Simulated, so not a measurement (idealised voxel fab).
The following is a process module called voxel transistor to metal.
165 nm wide, 5 nm square cells: that's cross-section cut.
Just so we're on the same page, the cross-sections are grids of square cells, and they're listed out in bands top to bottom, each band one or more rows deep.
The entry gives the band's vertical extent as a top height and a bottom height in nm, then its horizontal make-up as materials from left to right, each with a width in nm. "air" stands for empty space; a single material marked "full width" fills the band edge to edge.
We count height from 0. Below that, the starting wafer is all one material. The lowest band never ends at the bottom but goes on down; see "z 0 and below" for how that is written.
The width entry "30->40" should be interpreted row by row: the top row of cells in the band takes the first number, the bottom row takes the second number, and the change between adjacent rows is uniform throughout.
Reading "nothing altered" for a step: not a cell of the cross-section changed in it.
The label "Closed void list" introduces a list of the empty spaces, 8 cells or larger, that have no open way up to the top; each entry in it reads width x height at distance, where the distance is taken from the left edge and all three are stated in nm.
Anything after a step's settings on that line? It's the simulator's own note about the step.
overlay nm: how far to the right of its planned place the mask lay on this masked step (negative: to the left).

# Here's what the planned process steps look like
- 1: RECEIVE, material Si
- 2: OXIDIZE, depth nm 5
- 3: CONFORMAL_DEP, material SiN, thk nm 15
- 4: DIRECTIONAL_DEP, material aC, thk nm 10
- 5: PATTERN, tone cover, mask id ACTIVE, material resist, width nm 115, thk nm 30, overlay nm 0
- 6: DIRECTIONAL_ETCH, etch materials aC, depth nm 10
- 7: STRIP, etch materials resist
- 8: DIRECTIONAL_ETCH, etch materials SiN, depth nm 15
- 9: DIRECTIONAL_ETCH, etch materials SiO2, depth nm 5
- 10: DIRECTIONAL_ETCH, etch materials Si, depth nm 20
- 11: STRIP, etch materials aC
- 12: OXIDIZE, depth nm 5
- 13: FILL_DEP, material SiO2, thk nm 15
- 14: CMP, height nm 15
- 15: SELECTIVE_ETCH, etch materials SiO2, depth nm 10
- 16: STRIP, etch materials SiN
- 17: SELECTIVE_ETCH, etch materials SiO2, depth nm 5
- 18: OXIDIZE, depth nm 5
- 19: DIRECTIONAL_DEP, material polySi, thk nm 20
- 20: DIRECTIONAL_DEP, material SiCN, thk nm 15
- 21: MASKED_ETCH, tone cover, mask id GATE, width nm 25, etch materials SiCN, depth nm 25, overlay nm 0
- 22: MASKED_ETCH, tone cover, mask id GATE, width nm 25, etch materials polySi, depth nm 30, overlay nm 0
- 23: CONFORMAL_DEP, material SiO2, thk nm 5
- 24: DIRECTIONAL_ETCH, etch materials SiO2, depth nm 5
- 25: CONFORMAL_DEP, material SiN, thk nm 5
- 26: DIRECTIONAL_ETCH, etch materials SiN, depth nm 5
- 27: DIRECTIONAL_ETCH, etch materials SiO2, depth nm 5
- 28: DIRECTIONAL_ETCH, etch materials Si, depth nm 5
- 29: EPI, material SiGe, thk nm 10
- 30: FILL_DEP, material SiO2, thk nm 5
- 31: CMP, height nm 15
- 32: STRIP, etch materials polySi
- 33: SELECTIVE_ETCH, etch materials SiO2, depth nm 5
- 34: CONFORMAL_DEP, material HfO2, thk nm 5
- 35: CONFORMAL_DEP, material TiN, thk nm 5
- 36: FILL_DEP, material W, thk nm 5
- 37: CMP, height nm 10
- 38: DIRECTIONAL_DEP, material SiO2, thk nm 15
- 39: PATTERN, tone open, mask id CONTACT, material resist, width nm 15, pitch nm 80, thk nm 15, overlay nm 0
- 40: DIRECTIONAL_ETCH, etch materials SiO2, depth nm 30
- 41: STRIP, etch materials resist
- 42: CONFORMAL_DEP, material TiN, thk nm 5
- 43: FILL_DEP, material Ru, thk nm 5
- 44: CMP, height nm 25
- 45: DIRECTIONAL_DEP, material TiN, thk nm 5
- 46: DIRECTIONAL_DEP, material Ru, thk nm 15
- 47: MASKED_ETCH, tone cover, mask id METAL_1, width nm 15, pitch nm 80, etch materials Ru, depth nm 15, overlay nm 0
- 48: MASKED_ETCH, tone cover, mask id METAL_1, width nm 15, pitch nm 80, etch materials TiN, depth nm 5, overlay nm 0
- 49: CONFORMAL_DEP, material SiN, thk nm 5
- 50: FILL_DEP, material SiO2, thk nm 5
- 51: CMP, height nm 45
- 52: CONFORMAL_DEP, material SiCN, thk nm 5
- 53: DIRECTIONAL_DEP, material SiO2, thk nm 35
- 54: PATTERN, tone open, mask id METAL_2, material resist, width nm 15, pitch nm 80, thk nm 20, overlay nm 0
- 55: DIRECTIONAL_ETCH, etch materials SiO2, depth nm 20
- 56: STRIP, etch materials resist
- 57: PATTERN, tone open, mask id METAL_2_HOLES, material resist, width nm 15, pitch nm 80, thk nm 15, overlay nm 0
- 58: DIRECTIONAL_ETCH, etch materials SiO2, depth nm 15
- 59: DIRECTIONAL_ETCH, etch materials SiCN, depth nm 5
- 60: STRIP, etch materials resist
- 61: CONFORMAL_DEP, material TiN, thk nm 5
- 62: FILL_DEP, material Cu, thk nm 5
- 63: CMP, height nm 85
- 64: CONFORMAL_DEP, material SiCN, thk nm 5
Across this set of wafers, the varied parameter is the thk nm of step 49. Starting conditions are identical for every wafer, and the plan reports the value assigned to the first wafer.

# Cross-section of the first incoming wafer of several, state after step 1
  z 0 and below = Si full width
  Closed void list: none

# Wafer cross-section (first of several) - module end, post step 64 (last step)
  z 90 to 85 = SiCN full width
  z 85 to 50 = 35 nm SiO2, 5 nm TiN, 5 nm Cu, 5 nm TiN, 65 nm SiO2, 5 nm TiN, 5 nm Cu, 5 nm TiN, 35 nm SiO2
  z 50 to 45 = 35 nm SiCN, 15 nm TiN, 65 nm SiCN, 15 nm TiN, 35 nm SiCN
  z 45 to 30 = 30 nm SiO2, 5 nm SiN, 15 nm Ru, 5 nm SiN, 55 nm SiO2, 5 nm SiN, 15 nm Ru, 5 nm SiN, 30 nm SiO2
  z 30 to 25 = 35 nm SiN, 15 nm TiN, 65 nm SiN, 15 nm TiN, 35 nm SiN
  z 25 to 10 = 35 nm SiO2, 5 nm TiN, 5 nm Ru, 5 nm TiN, 65 nm SiO2, 5 nm TiN, 5 nm Ru, 5 nm TiN, 35 nm SiO2
  z 10 to 0 = 35 nm SiO2, 5 nm TiN, 5 nm Ru, 5 nm TiN, 10 nm SiO2, 5 nm SiN, 5 nm HfO2, 5 nm TiN, 15 nm W, 5 nm TiN, 5 nm HfO2, 5 nm SiN, 10 nm SiO2, 5 nm TiN, 5 nm Ru, 5 nm TiN, 35 nm SiO2
  z 0 to -5 = 25 nm SiO2, 5 nm SiN, 5 nm SiO2, 15 nm TiN, 10 nm SiGe, 5 nm SiN, 5 nm HfO2, 25 nm TiN, 5 nm HfO2, 5 nm SiN, 10 nm SiGe, 15 nm TiN, 5 nm SiO2, 5 nm SiN, 25 nm SiO2
  z -5 to -10 = 30 nm SiO2, 30 nm SiGe, 5 nm SiO2, 35 nm HfO2, 5 nm SiO2, 30 nm SiGe, 30 nm SiO2
  z -10 to -15 = 30 nm SiO2, 30 nm SiGe, 45 nm Si, 30 nm SiGe, 30 nm SiO2
  z -15 to -30 = 30 nm SiO2, 105 nm Si, 30 nm SiO2
  z -30 and below = Si full width
  Closed void list: none

# last wafer at the end
  z 90 to 85 = SiCN full width
  z 85 to 50 = 35 nm SiO2, 5 nm TiN, 5 nm Cu, 5 nm TiN, 65 nm SiO2, 5 nm TiN, 5 nm Cu, 5 nm TiN, 35 nm SiO2
  z 50 to 45 = 35 nm SiCN, 15 nm TiN, 65 nm SiCN, 15 nm TiN, 35 nm SiCN
  z 45 to 30 = 35 nm SiN, 15 nm Ru, 65 nm SiN, 15 nm Ru, 35 nm SiN
  z 30 to 25 = 35 nm SiN, 15 nm TiN, 65 nm SiN, 15 nm TiN, 35 nm SiN
  z 25 to 10 = 35 nm SiO2, 5 nm TiN, 5 nm Ru, 5 nm TiN, 65 nm SiO2, 5 nm TiN, 5 nm Ru, 5 nm TiN, 35 nm SiO2
  z 10 to 0 = 35 nm SiO2, 5 nm TiN, 5 nm Ru, 5 nm TiN, 10 nm SiO2, 5 nm SiN, 5 nm HfO2, 5 nm TiN, 15 nm W, 5 nm TiN, 5 nm HfO2, 5 nm SiN, 10 nm SiO2, 5 nm TiN, 5 nm Ru, 5 nm TiN, 35 nm SiO2
  z 0 to -5 = 25 nm SiO2, 5 nm SiN, 5 nm SiO2, 15 nm TiN, 10 nm SiGe, 5 nm SiN, 5 nm HfO2, 25 nm TiN, 5 nm HfO2, 5 nm SiN, 10 nm SiGe, 15 nm TiN, 5 nm SiO2, 5 nm SiN, 25 nm SiO2
  z -5 to -10 = 30 nm SiO2, 30 nm SiGe, 5 nm SiO2, 35 nm HfO2, 5 nm SiO2, 30 nm SiGe, 30 nm SiO2
  z -10 to -15 = 30 nm SiO2, 30 nm SiGe, 45 nm Si, 30 nm SiGe, 30 nm SiO2
  z -15 to -30 = 30 nm SiO2, 105 nm Si, 30 nm SiO2
  z -30 and below = Si full width
  Closed void list: none

# Each row below is a wafer at the end of the module, listing for every material the number of cells it has gained (+) or lost (-) since it was received, followed by its closed voids
thk nm 5, +14 Cu, +13 HfO2, +28 Ru, -126 Si, +60 SiCN, +28 SiGe, +47 SiN, +449 SiO2, +75 TiN, +6 W, Closed void list: none
thk nm 10, +14 Cu, +13 HfO2, +28 Ru, -126 Si, +60 SiCN, +28 SiGe, +78 SiN, +418 SiO2, +75 TiN, +6 W, Closed void list: none
thk nm 15, +14 Cu, +13 HfO2, +28 Ru, -126 Si, +60 SiCN, +28 SiGe, +101 SiN, +395 SiO2, +75 TiN, +6 W, Closed void list: none
thk nm 20, +14 Cu, +13 HfO2, +28 Ru, -126 Si, +60 SiCN, +28 SiGe, +116 SiN, +380 SiO2, +75 TiN, +6 W, Closed void list: none
